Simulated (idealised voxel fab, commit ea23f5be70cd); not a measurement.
Proc. module: voxel wiring stack
Square cell edge 5 nm, section width 250 nm, ID cut.
Cross-section format: a grid of square cells, given as bands from top to bottom; each band is one or more rows of cells.
The entry gives the band's vertical extent as a top height and a bottom height in nm, then its horizontal make-up as materials from left to right, each with a width in nm. "blank" stands for empty space; a single material marked "throughout" fills the band edge to edge.
Heights from 0 (as-received wafer is one material below). Bottom band endless downward, as "z 0 and below".
Width "30..40": first value at the band's top row of cells, second value at its bottom row, equal change from row to row.
"changes: none" -> step changed no cross-section cell.
Each empty space that has no open way to the top and spans at least 8 cells appears under "Fully enclosed voids" as width x height at distance, the distance counted from the left edge, all in nm.
If you see something after the settings on a step's line, that's the simulator's own remark about that step.
Each step line may optionally specify "overlay nm", which for a step with a mask gives the rightward distance between the mask's planned place and where it lay, a negative value indicating the leftward direction.

## Set out below are the planned steps of the process
1 RECEIVE, material Si
2 CONFORMAL_DEP, material SiO2, thk nm 10
3 DIRECTIONAL_DEP, material TiN, thk nm 5
4 DIRECTIONAL_DEP, material Ru, thk nm 20
5 DIRECTIONAL_DEP, material aC, thk nm 15
6 PATTERN, tone cover, mask id METAL_1, material resist, width nm 30, pitch nm 55, thk nm 30, overlay nm 0
7 DIRECTIONAL_ETCH, etch materials aC, depth nm 15
8 STRIP, etch materials resist
9 DIRECTIONAL_ETCH, etch materials Ru, depth nm 20
10 DIRECTIONAL_ETCH, etch materials TiN, depth nm 5
11 STRIP, etch materials aC
12 FILL_DEP, material SiO2, thk nm 5
13 CMP, height nm 35
14 CONFORMAL_DEP, material SiCN, thk nm 5
15 DIRECTIONAL_DEP, material SiO2, thk nm 10
16 PATTERN, tone open, mask id PLUG_1, material resist, width nm 15, pitch nm 55, thk nm 15, overlay nm 0
17 DIRECTIONAL_ETCH, etch materials SiO2, depth nm 10
18 DIRECTIONAL_ETCH, etch materials SiCN, depth nm 5
19 STRIP, etch materials resist
20 CONFORMAL_DEP, material TiN, thk nm 5
21 FILL_DEP, material W, thk nm 10
22 CMP, height nm 50
23 DIRECTIONAL_DEP, material TiN, thk nm 5
24 DIRECTIONAL_DEP, material W, thk nm 20
25 PATTERN, tone cover, mask id METAL_2, material resist, width nm 30, pitch nm 55, thk nm 15, overlay nm 0
26 DIRECTIONAL_ETCH, etch materials W, depth nm 20
27 DIRECTIONAL_ETCH, etch materials TiN, depth nm 5
28 STRIP, etch materials resist
29 CONFORMAL_DEP, material SiCN, thk nm 5
30 FILL_DEP, material SiO2, thk nm 10
31 CMP, height nm 75
32 CONFORMAL_DEP, material SiCN, thk nm 5
33 DIRECTIONAL_DEP, material SiO2, thk nm 30
34 DIRECTIONAL_DEP, material aC, thk nm 10
35 PATTERN, tone open, mask id METAL_3, material resist, width nm 30, pitch nm 55, thk nm 25, overlay nm 0
36 DIRECTIONAL_ETCH, etch materials aC, depth nm 10
37 STRIP, etch materials resist
38 DIRECTIONAL_ETCH, etch materials SiO2, depth nm 15
39 STRIP, etch materials aC
40 PATTERN, tone open, mask id METAL_3_HOLES, material resist, width nm 15, pitch nm 55, thk nm 15, overlay nm 0
41 DIRECTIONAL_ETCH, etch materials SiO2, depth nm 15
42 DIRECTIONAL_ETCH, etch materials SiCN, depth nm 5
43 STRIP, etch materials resist
44 CONFORMAL_DEP, material TiN, thk nm 5
45 FILL_DEP, material Cu, thk nm 10
46 CMP, height nm 110
47 CONFORMAL_DEP, material SiCN, thk nm 5

## As-received wafer cross-section (after step 1)
  z 0 and below | Si throughout
  Fully enclosed voids: none

## First of two wafers, end-of-module section, run followed plan
  z 115 to 110 | SiCN throughout
  z 110 to 100 | SiO2 55 nm / TiN 5 nm / Cu 20 nm / TiN 5 nm / SiO2 25 nm / TiN 5 nm / Cu 20 nm / TiN 5 nm / SiO2 25 nm / TiN 5 nm / Cu 20 nm / TiN 5 nm / SiO2 55 nm
  z 100 to 95 | SiO2 55 nm / TiN 5 nm / Cu 5 nm / TiN 20 nm / SiO2 25 nm / TiN 5 nm / Cu 5 nm / TiN 20 nm / SiO2 25 nm / TiN 5 nm / Cu 5 nm / TiN 20 nm / SiO2 55 nm
  z 95 to 80 | SiO2 55 nm / TiN 5 nm / Cu 5 nm / TiN 5 nm / SiO2 40 nm / TiN 5 nm / Cu 5 nm / TiN 5 nm / SiO2 40 nm / TiN 5 nm / Cu 5 nm / TiN 5 nm / SiO2 70 nm
  z 80 to 75 | SiCN 55 nm / TiN 15 nm / SiCN 40 nm / TiN 15 nm / SiCN 40 nm / TiN 15 nm / SiCN 70 nm
  z 75 to 55 | SiO2 50 nm / SiCN 5 nm / W 30 nm / SiCN 5 nm / SiO2 15 nm / SiCN 5 nm / W 30 nm / SiCN 5 nm / SiO2 15 nm / SiCN 5 nm / W 30 nm / SiCN 5 nm / SiO2 50 nm
  z 55 to 50 | SiCN 55 nm / TiN 30 nm / SiCN 25 nm / TiN 30 nm / SiCN 25 nm / TiN 30 nm / SiCN 55 nm
  z 50 to 40 | SiO2 55 nm / TiN 5 nm / W 5 nm / TiN 5 nm / SiO2 40 nm / TiN 5 nm / W 5 nm / TiN 5 nm / SiO2 40 nm / TiN 5 nm / W 5 nm / TiN 5 nm / SiO2 70 nm
  z 40 to 35 | SiCN 55 nm / TiN 15 nm / SiCN 40 nm / TiN 15 nm / SiCN 40 nm / TiN 15 nm / SiCN 70 nm
  z 35 to 15 | SiO2 55 nm / Ru 30 nm / SiO2 25 nm / Ru 30 nm / SiO2 25 nm / Ru 30 nm / SiO2 55 nm
  z 15 to 10 | SiO2 55 nm / TiN 30 nm / SiO2 25 nm / TiN 30 nm / SiO2 25 nm / TiN 30 nm / SiO2 55 nm
  z 10 to 0 | SiO2 throughout
  z 0 and below | Si throughout
  Fully enclosed voids: none

## The second wafer, shown in cross-section after the module: started the same way as the first and given the same plan, yet one mistake crept into how it was run
  z 115 to 110 | SiCN throughout
  z 110 to 85 | SiO2 55 nm / TiN 5 nm / Cu 20 nm / TiN 5 nm / SiO2 25 nm / TiN 5 nm / Cu 20 nm / TiN 5 nm / SiO2 25 nm / TiN 5 nm / Cu 20 nm / TiN 5 nm / SiO2 55 nm
  z 85 to 80 | SiO2 55 nm / TiN 5 nm / Cu 5 nm / TiN 20 nm / SiO2 25 nm / TiN 5 nm / Cu 5 nm / TiN 20 nm / SiO2 25 nm / TiN 5 nm / Cu 5 nm / TiN 20 nm / SiO2 55 nm
  z 80 to 75 | SiCN 55 nm / TiN 15 nm / SiCN 40 nm / TiN 15 nm / SiCN 40 nm / TiN 15 nm / SiCN 70 nm
  z 75 to 55 | SiO2 50 nm / SiCN 5 nm / W 30 nm / SiCN 5 nm / SiO2 15 nm / SiCN 5 nm / W 30 nm / SiCN 5 nm / SiO2 15 nm / SiCN 5 nm / W 30 nm / SiCN 5 nm / SiO2 50 nm
  z 55 to 50 | SiCN 55 nm / TiN 30 nm / SiCN 25 nm / TiN 30 nm / SiCN 25 nm / TiN 30 nm / SiCN 55 nm
  z 50 to 40 | SiO2 55 nm / TiN 5 nm / W 5 nm / TiN 5 nm / SiO2 40 nm / TiN 5 nm / W 5 nm / TiN 5 nm / SiO2 40 nm / TiN 5 nm / W 5 nm / TiN 5 nm / SiO2 70 nm
  z 40 to 35 | SiCN 55 nm / TiN 15 nm / SiCN 40 nm / TiN 15 nm / SiCN 40 nm / TiN 15 nm / SiCN 70 nm
  z 35 to 15 | SiO2 55 nm / Ru 30 nm / SiO2 25 nm / Ru 30 nm / SiO2 25 nm / Ru 30 nm / SiO2 55 nm
  z 15 to 10 | SiO2 55 nm / TiN 30 nm / SiO2 25 nm / TiN 30 nm / SiO2 25 nm / TiN 30 nm / SiO2 55 nm
  z 10 to 0 | SiO2 throughout
  z 0 and below | Si throughout
  Fully enclosed voids: none
Which mistake was made when the wafer was run? heads up, step 38 of the plan got done twice
End of process, cell counts, second wafer against first, materials with more or fewer: +27 Cu; -27 SiO2
